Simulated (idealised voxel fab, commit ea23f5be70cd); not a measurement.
This section sets out a process module, namely voxel gate over fins.
Xsec cut, 205 nm wide, square cell size 5 nm.
This document writes a cross-section as a grid whose cells are square, and gives it as bands, listed from the top down; one or more rows of cells form a band.
The band entry comprises the height of the band's top followed by the height of its bottom, expressed in nm, and subsequently the band's materials from left to right, each stated together with its width in nm. Where a single material is marked with the word "all across", that material fills the band from edge to edge. The word "blank" represents empty space.
We count height from 0. Below that, the starting wafer is all one material. The lowest band never ends at the bottom but goes on down; see "0 nm and below" for how that is written.
The two numbers in a width such as "30 to 40" mark its ends across the band: the first belongs to the top row of cells, the second to the bottom row, and from each row to the next the width moves by the same amount.
For the purposes of this document, the phrase "same as before" attached to a step denotes that no cell within the cross-section was modified by that step.
"Fully enclosed voids" - sealed voids, min. 8 cells, no opening to top; format: width x height at distance (distance from left edge; nm throughout).
Whatever follows a step's settings on its line is a remark the simulator itself makes about that step.
overlay nm: step with mask; distance mask lay right of planned place; negative value = left of planned place.

[Below is the list of planned process steps]
- 1: RECEIVE,material Si
- 2: CONFORMAL_DEP,material SiN,thk nm 10
- 3: DIRECTIONAL_DEP,material aC,thk nm 10
- 4: PATTERN,tone cover,mask id FINS,material resist,width nm 15,pitch nm 40,thk nm 25,overlay nm -15
- 5: DIRECTIONAL_ETCH,etch materials aC,depth nm 10
- 6: STRIP,etch materials resist
- 7: DIRECTIONAL_ETCH,etch materials SiN,depth nm 10
- 8: DIRECTIONAL_ETCH,etch materials Si,depth nm 40
- 9: STRIP,etch materials aC
- 10: OXIDIZE,depth nm 5
- 11: FILL_DEP,material SiO2,thk nm 15
- 12: CMP,height nm 10
- 13: SELECTIVE_ETCH,etch materials SiO2,depth nm 20
- 14: STRIP,etch materials SiN
- 15: CONFORMAL_DEP,material HfO2,thk nm 5
- 16: CONFORMAL_DEP,material TiN,thk nm 5
- 17: FILL_DEP,material W,thk nm 10
- 18: CMP,height nm 15
- 19: CONFORMAL_DEP,material SiCN,thk nm 5
Across this set of wafers, the varied parameter is the overlay nm of step 4. Starting conditions are identical for every wafer, and the plan reports the value assigned to the first wafer.

[As-received cross-section, first of several wafers, post step 1]
	0 nm and below | Si all across
	Fully enclosed voids: none

[First of several wafers in cross-section at module end, following the final step, step 19]
	20 nm to 15 nm | SiCN all across
	15 nm to 10 nm | W all across
	10 nm to 5 nm | 15 nm W, then 25 nm TiN, then 15 nm W, then 25 nm TiN, then 15 nm W, then 25 nm TiN, then 15 nm W, then 25 nm TiN, then 45 nm W
	5 nm to 0 nm | 15 nm W, then 5 nm TiN, then 15 nm HfO2, then 5 nm TiN, then 15 nm W, then 5 nm TiN, then 15 nm HfO2, then 5 nm TiN, then 15 nm W, then 5 nm TiN, then 15 nm HfO2, then 5 nm TiN, then 15 nm W, then 5 nm TiN, then 15 nm HfO2, then 5 nm TiN, then 45 nm W
	0 nm to -5 nm | 20 nm TiN, then 5 nm HfO2, then 5 nm Si, then 5 nm HfO2, then 25 nm TiN, then 5 nm HfO2, then 5 nm Si, then 5 nm HfO2, then 25 nm TiN, then 5 nm HfO2, then 5 nm Si, then 5 nm HfO2, then 25 nm TiN, then 5 nm HfO2, then 5 nm Si, then 5 nm HfO2, then 50 nm TiN
	-5 nm to -10 nm | 25 nm HfO2, then 5 nm Si, then 35 nm HfO2, then 5 nm Si, then 35 nm HfO2, then 5 nm Si, then 35 nm HfO2, then 5 nm Si, then 55 nm HfO2
	-10 nm to -45 nm | 25 nm SiO2, then 5 nm Si, then 35 nm SiO2, then 5 nm Si, then 35 nm SiO2, then 5 nm Si, then 35 nm SiO2, then 5 nm Si, then 55 nm SiO2
	-45 nm and below | Si all across
	Fully enclosed voids: none

[Final wafer of several, shown in cross-section at the end of the module]
	20 nm to 15 nm | SiCN all across
	15 nm to 10 nm | W all across
	10 nm to 5 nm | 45 nm W, then 25 nm TiN, then 15 nm W, then 25 nm TiN, then 15 nm W, then 25 nm TiN, then 15 nm W, then 25 nm TiN, then 15 nm W
	5 nm to 0 nm | 45 nm W, then 5 nm TiN, then 15 nm HfO2, then 5 nm TiN, then 15 nm W, then 5 nm TiN, then 15 nm HfO2, then 5 nm TiN, then 15 nm W, then 5 nm TiN, then 15 nm HfO2, then 5 nm TiN, then 15 nm W, then 5 nm TiN, then 15 nm HfO2, then 5 nm TiN, then 15 nm W
	0 nm to -5 nm | 50 nm TiN, then 5 nm HfO2, then 5 nm Si, then 5 nm HfO2, then 25 nm TiN, then 5 nm HfO2, then 5 nm Si, then 5 nm HfO2, then 25 nm TiN, then 5 nm HfO2, then 5 nm Si, then 5 nm HfO2, then 25 nm TiN, then 5 nm HfO2, then 5 nm Si, then 5 nm HfO2, then 20 nm TiN
	-5 nm to -10 nm | 55 nm HfO2, then 5 nm Si, then 35 nm HfO2, then 5 nm Si, then 35 nm HfO2, then 5 nm Si, then 35 nm HfO2, then 5 nm Si, then 25 nm HfO2
	-10 nm to -45 nm | 55 nm SiO2, then 5 nm Si, then 35 nm SiO2, then 5 nm Si, then 35 nm SiO2, then 5 nm Si, then 35 nm SiO2, then 5 nm Si, then 25 nm SiO2
	-45 nm and below | Si all across
	Fully enclosed voids: none

[End of module, by wafer: material-by-material cell gain (+) or loss (-) since receipt, then closed voids]
overlay nm -15; +57 HfO2; -333 Si; +41 SiCN; +259 SiO2; +57 TiN; +83 W; Fully enclosed voids: none
overlay nm -10; +57 HfO2; -333 Si; +41 SiCN; +259 SiO2; +57 TiN; +83 W; Fully enclosed voids: none
overlay nm -5; +57 HfO2; -333 Si; +41 SiCN; +259 SiO2; +57 TiN; +83 W; Fully enclosed voids: none
overlay nm 0; +57 HfO2; -333 Si; +41 SiCN; +259 SiO2; +57 TiN; +83 W; Fully enclosed voids: none
overlay nm 5; +57 HfO2; -333 Si; +41 SiCN; +259 SiO2; +57 TiN; +83 W; Fully enclosed voids: none
overlay nm 10; +57 HfO2; -333 Si; +41 SiCN; +259 SiO2; +57 TiN; +83 W; Fully enclosed voids: none
overlay nm 15; +57 HfO2; -333 Si; +41 SiCN; +259 SiO2; +57 TiN; +83 W; Fully enclosed voids: none
